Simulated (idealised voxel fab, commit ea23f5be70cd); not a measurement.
process module | voxel transistor to metal
cross-section cut | 165 nm wide | cells 5 nm
A cross-section is a grid of square cells, given in bands from the top down. A band is one or more rows of cells.
Each band's line starts with the height of the band's top and of its bottom, in nm. Then come its materials from left to right, each with its width in nm. One material with "throughout" fills the band from edge to edge. "air" is empty space.
Height 0 is the level under which the wafer as received is all one material. The lowest band goes on downwards, as in "0 down".
A width such as "30 to 40" changes by the same amount from each row of cells to the next, from the band's top row to its bottom row.
"no change" after a step means that no cell of the cross-section changed.
closed voids: empty space of 8 cells or more with no open way to the top, each as width x height at its distance from the left edge, in nm
after a step's settings: what the simulator itself notes on the step
overlay nm, on a step with a mask: how far to the right of its planned place the mask lay; to the left if negative
plan
1 op RECEIVE | material Si
2 op OXIDIZE | depth nm 5
3 op CONFORMAL_DEP | material SiN | thk nm 15
4 op DIRECTIONAL_DEP | material aC | thk nm 10
5 op PATTERN | tone cover | mask id ACTIVE | material resist | width nm 115 | thk nm 30 | overlay nm 0
6 op DIRECTIONAL_ETCH | etch materials aC | depth nm 10
7 op STRIP | etch materials resist
8 op DIRECTIONAL_ETCH | etch materials SiN | depth nm 15
9 op DIRECTIONAL_ETCH | etch materials SiO2 | depth nm 5
10 op DIRECTIONAL_ETCH | etch materials Si | depth nm 20
11 op STRIP | etch materials aC
12 op OXIDIZE | depth nm 5
13 op FILL_DEP | material SiO2 | thk nm 15
14 op CMP | height nm 15
15 op SELECTIVE_ETCH | etch materials SiO2 | depth nm 10
16 op STRIP | etch materials SiN
17 op SELECTIVE_ETCH | etch materials SiO2 | depth nm 5
18 op OXIDIZE | depth nm 5
19 op DIRECTIONAL_DEP | material polySi | thk nm 20
20 op DIRECTIONAL_DEP | material SiCN | thk nm 15
21 op MASKED_ETCH | tone cover | mask id GATE | width nm 25 | etch materials SiCN | depth nm 25 | overlay nm 0
22 op MASKED_ETCH | tone cover | mask id GATE | width nm 25 | etch materials polySi | depth nm 30 | overlay nm 0
23 op CONFORMAL_DEP | material SiO2 | thk nm 5
24 op DIRECTIONAL_ETCH | etch materials SiO2 | depth nm 5
25 op CONFORMAL_DEP | material SiN | thk nm 5
26 op DIRECTIONAL_ETCH | etch materials SiN | depth nm 5
27 op DIRECTIONAL_ETCH | etch materials SiO2 | depth nm 5
28 op DIRECTIONAL_ETCH | etch materials Si | depth nm 5
29 op EPI | material SiGe | thk nm 10
30 op FILL_DEP | material SiO2 | thk nm 5
31 op CMP | height nm 15
32 op STRIP | etch materials polySi
33 op SELECTIVE_ETCH | etch materials SiO2 | depth nm 5
34 op CONFORMAL_DEP | material HfO2 | thk nm 5
35 op CONFORMAL_DEP | material TiN | thk nm 5
36 op FILL_DEP | material W | thk nm 5
37 op CMP | height nm 10
38 op DIRECTIONAL_DEP | material SiO2 | thk nm 15
39 op PATTERN | tone open | mask id CONTACT | material resist | width nm 15 | pitch nm 80 | thk nm 15 | overlay nm 0
40 op DIRECTIONAL_ETCH | etch materials SiO2 | depth nm 30
41 op STRIP | etch materials resist
42 op CONFORMAL_DEP | material TiN | thk nm 5
43 op FILL_DEP | material Ru | thk nm 5
44 op CMP | height nm 25
45 op DIRECTIONAL_DEP | material TiN | thk nm 5
46 op DIRECTIONAL_DEP | material Ru | thk nm 15
47 op MASKED_ETCH | tone cover | mask id METAL_1 | width nm 15 | pitch nm 80 | etch materials Ru | depth nm 15 | overlay nm 0
48 op MASKED_ETCH | tone cover | mask id METAL_1 | width nm 15 | pitch nm 80 | etch materials TiN | depth nm 5 | overlay nm 0
49 op CONFORMAL_DEP | material SiN | thk nm 5
50 op FILL_DEP | material SiO2 | thk nm 5
51 op CMP | height nm 45
52 op CONFORMAL_DEP | material SiCN | thk nm 5
53 op DIRECTIONAL_DEP | material SiO2 | thk nm 35
54 op PATTERN | tone open | mask id METAL_2 | material resist | width nm 15 | pitch nm 80 | thk nm 20 | overlay nm 0
55 op DIRECTIONAL_ETCH | etch materials SiO2 | depth nm 20
56 op STRIP | etch materials resist
57 op PATTERN | tone open | mask id METAL_2_HOLES | material resist | width nm 15 | pitch nm 80 | thk nm 15 | overlay nm 0
58 op DIRECTIONAL_ETCH | etch materials SiO2 | depth nm 15
59 op DIRECTIONAL_ETCH | etch materials SiCN | depth nm 5
60 op STRIP | etch materials resist
61 op CONFORMAL_DEP | material TiN | thk nm 5
62 op FILL_DEP | material Cu | thk nm 5
63 op CMP | height nm 85
64 op CONFORMAL_DEP | material SiCN | thk nm 5
as received, after step 1
  0 down: Si throughout
  closed voids: none
a wafer at the end: this start, this plan, one mistake
  90 to 85: SiCN throughout
  85 to 50: SiO2 35 | Ru 5 | Cu 5 | Ru 5 | SiO2 65 | Ru 5 | Cu 5 | Ru 5 | SiO2 35
  50 to 45: SiCN 35 | Ru 15 | SiCN 65 | Ru 15 | SiCN 35
  45 to 30: SiO2 30 | SiN 5 | Ru 15 | SiN 5 | SiO2 55 | SiN 5 | Ru 15 | SiN 5 | SiO2 30
  30 to 25: SiN 35 | TiN 15 | SiN 65 | TiN 15 | SiN 35
  25 to 10: SiO2 35 | TiN 5 | Ru 5 | TiN 5 | SiO2 65 | TiN 5 | Ru 5 | TiN 5 | SiO2 35
  10 to 0: SiO2 35 | TiN 5 | Ru 5 | TiN 5 | SiO2 10 | SiN 5 | HfO2 5 | TiN 5 | W 15 | TiN 5 | HfO2 5 | SiN 5 | SiO2 10 | TiN 5 | Ru 5 | TiN 5 | SiO2 35
  0 to -5: SiO2 25 | SiN 5 | SiO2 5 | TiN 15 | SiGe 10 | SiN 5 | HfO2 5 | TiN 25 | HfO2 5 | SiN 5 | SiGe 10 | TiN 15 | SiO2 5 | SiN 5 | SiO2 25
  -5 to -10: SiO2 30 | SiGe 30 | SiO2 5 | HfO2 35 | SiO2 5 | SiGe 30 | SiO2 30
  -10 to -15: SiO2 30 | SiGe 30 | Si 45 | SiGe 30 | SiO2 30
  -15 to -30: SiO2 30 | Si 105 | SiO2 30
  -30 down: Si throughout
  closed voids: none
what went wrong: step 61 ran as: op CONFORMAL_DEP | material Ru | thk nm 5
